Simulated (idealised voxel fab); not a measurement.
Module name: voxel self aligned contacts (process module)
Each square cell in cross-section cut measures 5 nm, and the section as a whole is 260 nm wide.
A cross-section is written here as square cells arranged in a grid, and it is given in bands from the top down, each band taking up one or more rows of cells. Heights first: top, then bottom, in nm. Then materials, left to right, each with a width in nm. "throughout" on a single material: fills the band edge to edge. "blank": empty space. Height datum 0, below which the as-received substrate wafer is one material. Lowest band open at the bottom, running downward: "0 down". The width entry "30->40" should be interpreted row by row: the top row of cells in the band takes the first number, the bottom row takes the second number, and the change between adjacent rows is uniform throughout. Step note "no alterations made" = no cross-section cell changed. The list in "Voids, sealed" covers empty spaces of 8 cells or more that cannot reach the top through any open way, and it gives each as width x height at distance; the distance is from the left edge, and width, height and distance are in nm. Anything after a step's settings on that line? It's the simulator's own note about the step. overlay nm: step with mask; distance mask lay right of planned place; negative value = left of planned place.

## The planned process steps are enumerated hereunder
1,RECEIVE with material Si
2,OXIDIZE with depth nm 5
3,DIRECTIONAL_DEP with material polySi, thk nm 20
4,DIRECTIONAL_DEP with material SiN, thk nm 20
5,PATTERN with tone cover, mask id GATE, material resist, width nm 35, pitch nm 60, thk nm 15, overlay nm 0
6,DIRECTIONAL_ETCH with etch materials SiN, depth nm 20
7,DIRECTIONAL_ETCH with etch materials polySi, depth nm 20
8,STRIP with etch materials resist
9,CONFORMAL_DEP with material SiN, thk nm 5
10,DIRECTIONAL_ETCH with etch materials SiN, depth nm 5
11,FILL_DEP with material SiO2, thk nm 15
12,CMP with height nm 45
13,PATTERN with tone open, mask id CONTACT, material resist, width nm 45, thk nm 15, overlay nm 0
14,DIRECTIONAL_ETCH with etch materials SiO2, depth nm 50
15,STRIP with etch materials resist
16,CONFORMAL_DEP with material TiN, thk nm 5
17,FILL_DEP with material Ru, thk nm 5
18,CMP with height nm 45
19,CONFORMAL_DEP with material SiCN, thk nm 5

## The cross-section here shows the wafer as received, i.e. in its state after step 1
0 down: Si throughout
Voids, sealed: none

## Cross-sectional image of the first of two wafers at the end of the module, the run having proceeded as planned
50 to 45: SiCN throughout
45 to 40: SiO2=105  TiN=20  Ru=5  TiN=20  SiO2=110
40 to 20: SiO2=75  SiN=45  TiN=5  Ru=5  TiN=5  SiN=45  SiO2=80
20 to 0: SiO2=75  SiN=5  polySi=35  SiN=5  TiN=5  Ru=5  TiN=5  SiN=5  polySi=35  SiN=5  SiO2=80
0 to -5: SiO2=120  TiN=15  SiO2=125
-5 down: Si throughout
Voids, sealed: none

## second wafer at the end: like start, like plan, one mistake
50 to 45: SiCN throughout
45 to 40: SiO2=75  SiCN=45  TiN=5  Ru=5  TiN=5  SiCN=45  SiO2=80
40 to 20: SiO2=75  SiCN=5  SiN=35  SiCN=5  TiN=5  Ru=5  TiN=5  SiCN=5  SiN=35  SiCN=5  SiO2=80
20 to 10: SiO2=75  SiCN=5  polySi=35  SiCN=5  TiN=5  Ru=5  TiN=5  SiCN=5  polySi=35  SiCN=5  SiO2=80
10 to 5: SiO2=75  SiCN=5  polySi=35  SiCN=5  TiN=15  SiCN=5  polySi=35  SiCN=5  SiO2=80
5 to 0: SiCN=80  polySi=35  SiCN=25  polySi=35  SiCN=85
0 to -5: SiO2 throughout
-5 down: Si throughout
Voids, sealed: none
what went wrong: planned and actual differ for step 9; actual: CONFORMAL_DEP with material SiCN, thk nm 5
Once processing is complete, comparing cell counts shows that the second wafer has more or fewer of certain materials than the first: Ru: 2 fewer, SiCN: 84 more, SiN: 32 fewer, SiO2: 40 fewer, TiN: 10 fewer
